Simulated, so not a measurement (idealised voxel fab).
Proc. module: voxel fin reveal
We display cut, a cross-section 290 nm in width whose square cells are each 5 nm.
Cross-section spec: square-cell grid; bands listed top down; each band is one or more rows. Heights first: top, then bottom, in nm. Then materials, left to right, each with a width in nm. "full width" on a single material: fills the band edge to edge. "empty": empty space. Ref level 0: as-received wafer is one material below here. Bottom band extends down with no lower bound ("0 down"). Width: "30..40" (first number = top row, second number = bottom row, same change from row to row of cells). "no change occurred" after a step means that no cell of the cross-section changed. In "Closed void table" the enclosed voids are listed, meaning empty spaces of 8 cells or larger without any opening to the top. The form is width x height at distance, distance from the left edge, units nm. On a step's line, text after the settings is the simulator commenting on that step. Steps that use a mask can have "overlay nm" on their line. It says how far the mask sat to the right of where it was meant to be. Negative means to the left.

Process steps - plan
1: RECEIVE | material Si
2: CONFORMAL_DEP | material SiN | thk nm 5
3: DIRECTIONAL_DEP | material aC | thk nm 15
4: PATTERN | tone cover | mask id FINS | material resist | width nm 15 | pitch nm 35 | thk nm 30 | overlay nm 0
5: DIRECTIONAL_ETCH | etch materials aC | depth nm 15
6: STRIP | etch materials resist
7: DIRECTIONAL_ETCH | etch materials SiN | depth nm 5
8: DIRECTIONAL_ETCH | etch materials Si | depth nm 35
9: STRIP | etch materials aC
10: OXIDIZE | depth nm 5
11: FILL_DEP | material SiO2 | thk nm 15
12: CMP | height nm 5
13: SELECTIVE_ETCH | etch materials SiO2 | depth nm 25
14: STRIP | etch materials SiN
15: CONFORMAL_DEP | material SiO2 | thk nm 5

Cross-section of the wafer at receipt, which is the condition after step 1
> 0 down  Si full width
> Closed void table: none

Post-module cross-section: identical start and plan to those above, one misstep in execution
> 5 to 0  85 nm SiO2, 15 nm empty, 20 nm SiO2, 15 nm empty, 20 nm SiO2, 15 nm empty, 20 nm SiO2, 15 nm empty, 85 nm SiO2
> 0 to -15  80 nm Si, 5 nm SiO2, 15 nm empty, 5 nm SiO2, 10 nm Si, 5 nm SiO2, 15 nm empty, 5 nm SiO2, 10 nm Si, 5 nm SiO2, 15 nm empty, 5 nm SiO2, 10 nm Si, 5 nm SiO2, 15 nm empty, 5 nm SiO2, 80 nm Si
> -15 to -40  80 nm Si, 25 nm SiO2, 10 nm Si, 25 nm SiO2, 10 nm Si, 25 nm SiO2, 10 nm Si, 25 nm SiO2, 80 nm Si
> -40 down  Si full width
> Closed void table: none
Nonconformance to the process plan: it should be noted that step 4 was executed with settings other than those planned, the operation and settings actually applied being PATTERN | tone open | mask id FINS | material resist | width nm 15 | pitch nm 35 | thk nm 30 | overlay nm 0
